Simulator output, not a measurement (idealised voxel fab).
This is a process module. Its name is voxel transistor to metal.
The width of the displayed cross-section, cut, is 190 nm; its cells are square, with a size of 5 nm.
Cross-section layout: square cells on a grid; listed as bands, top to bottom; a band spans one or more cell rows. In this notation a band is specified by the heights of its top and bottom, in that order and in nm, after which its materials appear from left to right, each paired with its width in nm. The word "throughout" attached to a single material means that material fills the band from edge to edge; the word "empty" stands for empty space. Heights are expressed relative to 0, this being the level below which the as-received wafer comprises one material exclusively. The lowest band is unbounded in the downward direction and is denoted as in "from 0 down". The two numbers in a width such as "30..40" mark its ends across the band: the first belongs to the top row of cells, the second to the bottom row, and from each row to the next the width moves by the same amount. Step marked "no modification"? Then no cell in the cross-section changed in it. Closed cavity list: empty space of 8 cells or more with no open way to the top, each as width x height at its distance from the left edge, in nm. Where a step's line continues beyond its settings, the continuation is a remark by the simulator itself on that step. The setting "overlay nm" may be written on the line of a step. When the step uses a mask, the value reports how far to the right of the planned place the mask lay, and a negative value reports that it lay to the left. Note on reading: below, each pair holds a cross-section from before one process step and one from after it; the one from after shows only down to the lowest band that changed. Beneath the pair, the step in between is stated along with its settings. The pairs can stem from different runs of this module on the same starting wafer. Where a pair's entry headed "Status before step" says so, and only there, that pair continues from the pair above it.

Status before step
* from 115 to 80: lowk throughout
* from 80 to 75: SiCN throughout
* from 75 to 55: SiO2 45, then W 20, then SiO2 55, then W 20, then SiO2 50
* from 55 to 50: SiO2 45, then TiN 20, then SiO2 55, then TiN 20, then SiO2 50
* from 50 to 40: SiO2 45, then TiN 5, then Ru 10, then TiN 5, then SiO2 55, then TiN 5, then Ru 10, then TiN 5, then SiO2 50
* from 40 to 25: SiO2 45, then TiN 5, then Ru 10, then TiN 5, then SiN 10, then SiO2 5, then SiCN 25, then SiO2 5, then SiN 10, then TiN 5, then Ru 10, then TiN 5, then SiO2 50
* from 25 to 5: SiO2 45, then TiN 5, then Ru 10, then TiN 5, then SiN 10, then SiO2 5, then polySi 25, then SiO2 5, then SiN 10, then TiN 5, then Ru 10, then TiN 5, then SiO2 50
* from 5 to 0: SiO2 45, then TiN 20, then SiN 10, then SiO2 5, then polySi 25, then SiO2 5, then SiN 10, then TiN 20, then SiO2 50
* from 0 to -5: SiO2 30, then nSi 35, then SiO2 55, then nSi 35, then SiO2 35
* from -5 to -35: SiO2 35, then Si 115, then SiO2 40
* from -35 down: Si throughout
* Closed cavity list: none

Section After Processing
* from 115 to 95: lowk 50, then empty 20, then lowk 55, then empty 20, then lowk 45
* Everything under 95 stays put, no change at all.
* Closed cavity list: none
Process step (between the before and after cross-sections above): MASKED_ETCH, tone open, mask id METAL_2, width nm 20, pitch nm 75, etch materials lowk, depth nm 20, overlay nm 5

Status before step: carried over from the after image of the pair right above.

Section After Processing
* from 130 to 115: resist 45, then empty 15, then resist 60, then empty 15, then resist 55
* from 115 to 95: lowk 50, then empty 10, then resist 10, then lowk 55, then empty 10, then resist 10, then lowk 45
* Everything under 95 stays put, no change at all.
* Closed cavity list: none
Process step (between the before and after cross-sections above): PATTERN, tone open, mask id METAL_2_HOLES, material resist, width nm 15, pitch nm 75, thk nm 15, overlay nm 0

Status before step: carried over from the after image of the pair right above.

Section After Processing
* from 130 to 115: resist 45, then empty 15, then resist 60, then empty 15, then resist 55
* from 115 to 100: lowk 45, then empty 15, then resist 10, then lowk 50, then empty 15, then resist 10, then lowk 45
* from 100 to 95: lowk 50, then empty 10, then resist 10, then lowk 55, then empty 10, then resist 10, then lowk 45
* from 95 to 80: lowk 50, then empty 10, then lowk 65, then empty 10, then lowk 55
* Everything under 80 stays put, no change at all.
* Closed cavity list: none
Process step (between the before and after cross-sections above): DIRECTIONAL_ETCH, etch materials lowk, depth nm 15

Status before step: carried over from the after image of the pair right above.

Section After Processing
* from 130 to 115: resist 45, then empty 15, then resist 60, then empty 15, then resist 55
* from 115 to 100: lowk 45, then empty 15, then resist 10, then lowk 50, then empty 15, then resist 10, then lowk 45
* from 100 to 95: lowk 50, then empty 10, then resist 10, then lowk 55, then empty 10, then resist 10, then lowk 45
* from 95 to 80: lowk 50, then empty 10, then lowk 65, then empty 10, then lowk 55
* from 80 to 75: SiCN 50, then empty 10, then SiCN 65, then empty 10, then SiCN 55
* Everything under 75 stays put, no change at all.
* Closed cavity list: none
Process step (between the before and after cross-sections above): DIRECTIONAL_ETCH, etch materials SiCN, depth nm 5

Status before step: carried over from the after image of the pair right above.

Section After Processing
* from 115 to 100: lowk 45, then empty 25, then lowk 50, then empty 25, then lowk 45
* from 100 to 95: lowk 50, then empty 20, then lowk 55, then empty 20, then lowk 45
* Everything under 95 stays put, no change at all.
* Closed cavity list: none
Process step (between the before and after cross-sections above): STRIP, etch materials resist

Status before step: carried over from the after image of the pair right above.

Section After Processing
* from 120 to 115: TiN 50, then empty 15, then TiN 60, then empty 15, then TiN 50
* from 115 to 105: lowk 45, then TiN 5, then empty 15, then TiN 5, then lowk 50, then TiN 5, then empty 15, then TiN 5, then lowk 45
* from 105 to 100: lowk 45, then TiN 10, then empty 10, then TiN 5, then lowk 50, then TiN 10, then empty 10, then TiN 5, then lowk 45
* from 100 to 95: lowk 50, then TiN 20, then lowk 55, then TiN 20, then lowk 45
* from 95 to 80: lowk 50, then TiN 10, then lowk 65, then TiN 10, then lowk 55
* from 80 to 75: SiCN 50, then TiN 10, then SiCN 65, then TiN 10, then SiCN 55
* Everything under 75 stays put, no change at all.
* Closed cavity list: none
Process step (between the before and after cross-sections above): CONFORMAL_DEP, material TiN, thk nm 5

Status before step: carried over from the after image of the pair right above.

Section After Processing
* from 130 to 120: Ru throughout
* from 120 to 115: TiN 50, then Ru 15, then TiN 60, then Ru 15, then TiN 50
* from 115 to 105: lowk 45, then TiN 5, then Ru 15, then TiN 5, then lowk 50, then TiN 5, then Ru 15, then TiN 5, then lowk 45
* from 105 to 100: lowk 45, then TiN 10, then Ru 10, then TiN 5, then lowk 50, then TiN 10, then Ru 10, then TiN 5, then lowk 45
* Everything under 100 stays put, no change at all.
* Closed cavity list: none
Process step (between the before and after cross-sections above): FILL_DEP, material Ru, thk nm 10

Status before step: carried over from the after image of the pair right above.

Section After Processing
* from 115 to 105: lowk 45, then TiN 5, then Ru 15, then TiN 5, then lowk 50, then TiN 5, then Ru 15, then TiN 5, then lowk 45
* Everything under 105 stays put, no change at all.
* Closed cavity list: none
Process step (between the before and after cross-sections above): CMP, height nm 115

Status before step: carried over from the after image of the pair right above.

Section After Processing
* from 120 to 115: SiCN throughout
* Everything under 115 stays put, no change at all.
* Closed cavity list: none
Process step (between the before and after cross-sections above): CONFORMAL_DEP, material SiCN, thk nm 5

Status before step
* from 120 to 115: TiN 50, then empty 10, then TiN 65, then empty 10, then TiN 55
* from 115 to 100: lowk 45, then TiN 5, then empty 10, then TiN 5, then lowk 55, then TiN 5, then empty 10, then TiN 5, then lowk 50
* from 100 to 95: lowk 45, then TiN 5, then empty 5, then TiN 10, then lowk 55, then TiN 5, then empty 5, then TiN 10, then lowk 50
* from 95 to 80: lowk 45, then TiN 5, then empty 5, then TiN 5, then lowk 60, then TiN 5, then empty 5, then TiN 5, then lowk 55
* from 80 to 75: SiCN 45, then TiN 15, then SiCN 60, then TiN 15, then SiCN 55
* from 75 to 55: SiO2 45, then W 20, then SiO2 55, then W 20, then SiO2 50
* from 55 to 50: SiO2 45, then TiN 20, then SiO2 55, then TiN 20, then SiO2 50
* from 50 to 40: SiO2 45, then TiN 5, then Ru 10, then TiN 5, then SiO2 55, then TiN 5, then Ru 10, then TiN 5, then SiO2 50
* from 40 to 25: SiO2 45, then TiN 5, then Ru 10, then TiN 5, then SiN 10, then SiO2 5, then SiCN 25, then SiO2 5, then SiN 10, then TiN 5, then Ru 10, then TiN 5, then SiO2 50
* from 25 to 5: SiO2 45, then TiN 5, then Ru 10, then TiN 5, then SiN 10, then SiO2 5, then polySi 25, then SiO2 5, then SiN 10, then TiN 5, then Ru 10, then TiN 5, then SiO2 50
* from 5 to 0: SiO2 45, then TiN 20, then SiN 10, then SiO2 5, then polySi 25, then SiO2 5, then SiN 10, then TiN 20, then SiO2 50
* from 0 to -5: SiO2 30, then nSi 35, then SiO2 55, then nSi 35, then SiO2 35
* from -5 to -35: SiO2 35, then Si 115, then SiO2 40
* from -35 down: Si throughout
* Closed cavity list: none

Section After Processing
* from 130 to 120: W throughout
* from 120 to 115: TiN 50, then W 10, then TiN 65, then W 10, then TiN 55
* from 115 to 100: lowk 45, then TiN 5, then W 10, then TiN 5, then lowk 55, then TiN 5, then W 10, then TiN 5, then lowk 50
* from 100 to 95: lowk 45, then TiN 5, then W 5, then TiN 10, then lowk 55, then TiN 5, then W 5, then TiN 10, then lowk 50
* from 95 to 80: lowk 45, then TiN 5, then W 5, then TiN 5, then lowk 60, then TiN 5, then W 5, then TiN 5, then lowk 55
* Everything under 80 stays put, no change at all.
* Closed cavity list: none
Process step (between the before and after cross-sections above): FILL_DEP, material W, thk nm 10

Status before step: carried over from the after image of the pair right above.

Section After Processing
* from 115 to 100: lowk 45, then TiN 5, then W 10, then TiN 5, then lowk 55, then TiN 5, then W 10, then TiN 5, then lowk 50
* Everything under 100 stays put, no change at all.
* Closed cavity list: none
Process step (between the before and after cross-sections above): CMP, height nm 115

Status before step: carried over from the after image of the pair right above.

Section After Processing
* from 120 to 115: SiCN throughout
* Everything under 115 stays put, no change at all.
* Closed cavity list: none
Process step (between the before and after cross-sections above): CONFORMAL_DEP, material SiCN, thk nm 5

Status before step
* from 115 to 95: lowk 45, then empty 20, then lowk 55, then empty 20, then lowk 50
* from 95 to 80: lowk throughout
* from 80 to 75: SiCN throughout
* from 75 to 55: SiO2 45, then W 20, then SiO2 55, then W 20, then SiO2 50
* from 55 to 50: SiO2 45, then TiN 20, then SiO2 55, then TiN 20, then SiO2 50
* from 50 to 40: SiO2 45, then TiN 5, then Ru 10, then TiN 5, then SiO2 55, then TiN 5, then Ru 10, then TiN 5, then SiO2 50
* from 40 to 25: SiO2 45, then TiN 5, then Ru 10, then TiN 5, then SiN 10, then SiO2 5, then SiCN 25, then SiO2 5, then SiN 10, then TiN 5, then Ru 10, then TiN 5, then SiO2 50
* from 25 to 5: SiO2 45, then TiN 5, then Ru 10, then TiN 5, then SiN 10, then SiO2 5, then polySi 25, then SiO2 5, then SiN 10, then TiN 5, then Ru 10, then TiN 5, then SiO2 50
* from 5 to 0: SiO2 45, then TiN 20, then SiN 10, then SiO2 5, then polySi 25, then SiO2 5, then SiN 10, then TiN 20, then SiO2 50
* from 0 to -5: SiO2 30, then nSi 35, then SiO2 55, then nSi 35, then SiO2 35
* from -5 to -35: SiO2 35, then Si 115, then SiO2 40
* from -35 down: Si throughout
* Closed cavity list: none

Section After Processing
* from 130 to 115: empty 45, then resist 15, then empty 60, then resist 15, then empty 55
* from 115 to 95: lowk 45, then resist 15, then empty 5, then lowk 55, then resist 15, then empty 5, then lowk 50
* Everything under 95 stays put, no change at all.
* Closed cavity list: none
Process step (between the before and after cross-sections above): PATTERN, tone cover, mask id METAL_2_HOLES, material resist, width nm 15, pitch nm 75, thk nm 15, overlay nm 0

Status before step: carried over from the after image of the pair right above.

Section After Processing
* from 130 to 100: empty 45, then resist 15, then empty 60, then resist 15, then empty 55
* from 100 to 95: lowk 45, then resist 15, then empty 5, then lowk 55, then resist 15, then empty 5, then lowk 50
* from 95 to 80: lowk 60, then empty 5, then lowk 70, then empty 5, then lowk 50
* Everything under 80 stays put, no change at all.
* Closed cavity list: none
Process step (between the before and after cross-sections above): DIRECTIONAL_ETCH, etch materials lowk, depth nm 15

Status before step: carried over from the after image of the pair right above.

Section After Processing
* from 130 to 100: empty 45, then resist 15, then empty 60, then resist 15, then empty 55
* from 100 to 95: lowk 45, then resist 15, then empty 5, then lowk 55, then resist 15, then empty 5, then lowk 50
* from 95 to 80: lowk 60, then empty 5, then lowk 70, then empty 5, then lowk 50
* from 80 to 75: SiCN 60, then empty 5, then SiCN 70, then empty 5, then SiCN 50
* Everything under 75 stays put, no change at all.
* Closed cavity list: none
Process step (between the before and after cross-sections above): DIRECTIONAL_ETCH, etch materials SiCN, depth nm 5

Status before step: carried over from the after image of the pair right above.

Section After Processing
* from 100 to 95: lowk 45, then empty 20, then lowk 55, then empty 20, then lowk 50
* Everything under 95 stays put, no change at all.
* Closed cavity list: none
Process step (between the before and after cross-sections above): STRIP, etch materials resist

Status before step: carried over from the after image of the pair right above.

Section After Processing
* from 105 to 100: TiN 50, then empty 10, then TiN 65, then empty 10, then TiN 55
* from 100 to 95: lowk 45, then TiN 20, then lowk 55, then TiN 20, then lowk 50
* from 95 to 80: lowk 60, then TiN 5, then lowk 70, then TiN 5, then lowk 50
* from 80 to 75: SiCN 60, then TiN 5, then SiCN 70, then TiN 5, then SiCN 50
* Everything under 75 stays put, no change at all.
* Closed cavity list: none
Process step (between the before and after cross-sections above): CONFORMAL_DEP, material TiN, thk nm 5

Status before step: carried over from the after image of the pair right above.

Section After Processing
* from 115 to 105: Ru throughout
* from 105 to 100: TiN 50, then Ru 10, then TiN 65, then Ru 10, then TiN 55
* Everything under 100 stays put, no change at all.
* Closed cavity list: none
Process step (between the before and after cross-sections above): FILL_DEP, material Ru, thk nm 10

Status before step: carried over from the after image of the pair right above.

Section After Processing
* from 120 to 115: SiCN throughout
* Everything under 115 stays put, no change at all.
* Closed cavity list: none
Process step (between the before and after cross-sections above): CONFORMAL_DEP, material SiCN, thk nm 5
